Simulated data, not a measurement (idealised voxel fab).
Process module under the name voxel plated lines
For reference, the cross-section in this document is cut, with width 230 nm and square cells of 5 nm.
Format of a cross-section: grid, square cells. Given as bands. Order: top down. Band: one or more rows of cells. Look at the band entry: it leads with the top's height and the bottom's height in nm. Then it lists the materials left to right, with a width in nm for each. The word "full width" on a single material says that material fills the band edge to edge. The word "blank" is empty space. A quick word on heights: they are counted from 0, and under that level the wafer as it came to us is one material throughout. The lowest band is different from the rest in having no bottom; it simply continues downward, written as in "0 down". You'd read "30..40" like this: the band's top row of cells is as wide as the first number, its bottom row is as wide as the second, and going down, every row changes width by the same amount as the row before did. Basically "nothing was modified" means that step didn't change any cell in the cross-section. Entry "Sealed internal cavities". Content: empty spaces with no open connection to the top, size 8 cells or greater. Each: width x height at distance. Distance: from left edge. Unit: nm. Text after the settings on a step's line: the simulator's own remark on that step. overlay nm: where the mask lay relative to plan, measured to the right, on steps with a mask; negatives go left.

[The process steps that were planned are listed below]
1,op RECEIVE | material Si
2,op CONFORMAL_DEP | material Al2O3 | thk nm 5
3,op DIRECTIONAL_DEP | material TiN | thk nm 5
4,op PATTERN | tone open | mask id LINES | material resist | width nm 20 | pitch nm 50 | thk nm 25 | overlay nm 0
5,op EPI | material Ru | thk nm 5
6,op EPI | material Ru | thk nm 10
7,op STRIP | etch materials resist
8,op DIRECTIONAL_ETCH | etch materials TiN | depth nm 5
9,op CONFORMAL_DEP | material SiN | thk nm 5

[First of two wafers: run as planned]

[This is the cross-section of the wafer as we received it, i.e. after step 1]
> 0 down: Si full width
> Sealed internal cavities: none

[How the wafer stands in section after step 2]
> 5 to 0: Al2O3 full width
> below 0: unchanged

[How the wafer stands in section after step 3]
> 10 to 5: TiN full width
> below 5: unchanged

[How the wafer stands in section after step 4]
> 35 to 10: 55 of resist, then 20 of blank, then 30 of resist, then 20 of blank, then 30 of resist, then 20 of blank, then 55 of resist
> below 10: unchanged

[How the wafer stands in section after step 5]
> 35 to 15: 55 of resist, then 20 of blank, then 30 of resist, then 20 of blank, then 30 of resist, then 20 of blank, then 55 of resist
> 15 to 10: 55 of resist, then 20 of Ru, then 30 of resist, then 20 of Ru, then 30 of resist, then 20 of Ru, then 55 of resist
> below 10: unchanged

[How the wafer stands in section after step 6]
> 35 to 25: 55 of resist, then 20 of blank, then 30 of resist, then 20 of blank, then 30 of resist, then 20 of blank, then 55 of resist
> 25 to 10: 55 of resist, then 20 of Ru, then 30 of resist, then 20 of Ru, then 30 of resist, then 20 of Ru, then 55 of resist
> below 10: unchanged

[How the wafer stands in section after step 7]
> 25 to 10: 55 of blank, then 20 of Ru, then 30 of blank, then 20 of Ru, then 30 of blank, then 20 of Ru, then 55 of blank
> below 10: unchanged

[How the wafer stands in section after step 8]
> 25 to 10: 55 of blank, then 20 of Ru, then 30 of blank, then 20 of Ru, then 30 of blank, then 20 of Ru, then 55 of blank
> 10 to 5: 55 of blank, then 20 of TiN, then 30 of blank, then 20 of TiN, then 30 of blank, then 20 of TiN, then 55 of blank
> below 5: unchanged

[How the wafer stands in section after step 9]
> 30 to 25: 50 of blank, then 30 of SiN, then 20 of blank, then 30 of SiN, then 20 of blank, then 30 of SiN, then 50 of blank
> 25 to 10: 50 of blank, then 5 of SiN, then 20 of Ru, then 5 of SiN, then 20 of blank, then 5 of SiN, then 20 of Ru, then 5 of SiN, then 20 of blank, then 5 of SiN, then 20 of Ru, then 5 of SiN, then 50 of blank
> 10 to 5: 55 of SiN, then 20 of TiN, then 30 of SiN, then 20 of TiN, then 30 of SiN, then 20 of TiN, then 55 of SiN
> below 5: unchanged

[What follows concerns the second wafer, which started out like the first and was meant to follow the very same plan; one mistake crept in when it was run, but everything up to and including step 3 is the same as for the first wafer]

[Second wafer: cross-section at the scheduled end of step 4]
> 15 to 10: Ru full width
> below 10: unchanged

[Second wafer: cross-section at the scheduled end of step 5]
> 40 to 15: 55 of resist, then 20 of blank, then 30 of resist, then 20 of blank, then 30 of resist, then 20 of blank, then 55 of resist
> below 15: unchanged

[Second wafer: cross-section at the scheduled end of step 6]
> 40 to 25: 55 of resist, then 20 of blank, then 30 of resist, then 20 of blank, then 30 of resist, then 20 of blank, then 55 of resist
> 25 to 15: 55 of resist, then 20 of Ru, then 30 of resist, then 20 of Ru, then 30 of resist, then 20 of Ru, then 55 of resist
> below 15: unchanged

[Second wafer: cross-section at the scheduled end of step 7]
> 25 to 15: 55 of blank, then 20 of Ru, then 30 of blank, then 20 of Ru, then 30 of blank, then 20 of Ru, then 55 of blank
> below 15: unchanged

Second wafer: cross-section at the scheduled end of step 8: nothing was modified

[Second wafer: cross-section at the scheduled end of step 9]
> 30 to 25: 50 of blank, then 30 of SiN, then 20 of blank, then 30 of SiN, then 20 of blank, then 30 of SiN, then 50 of blank
> 25 to 20: 50 of blank, then 5 of SiN, then 20 of Ru, then 5 of SiN, then 20 of blank, then 5 of SiN, then 20 of Ru, then 5 of SiN, then 20 of blank, then 5 of SiN, then 20 of Ru, then 5 of SiN, then 50 of blank
> 20 to 15: 55 of SiN, then 20 of Ru, then 30 of SiN, then 20 of Ru, then 30 of SiN, then 20 of Ru, then 55 of SiN
> below 15: unchanged
Run error: swap of plan steps 4 and 5 during execution
End of process, cell counts, second wafer against first, materials with more or fewer: Ru: 34 more, SiN: 12 fewer, TiN: 34 more
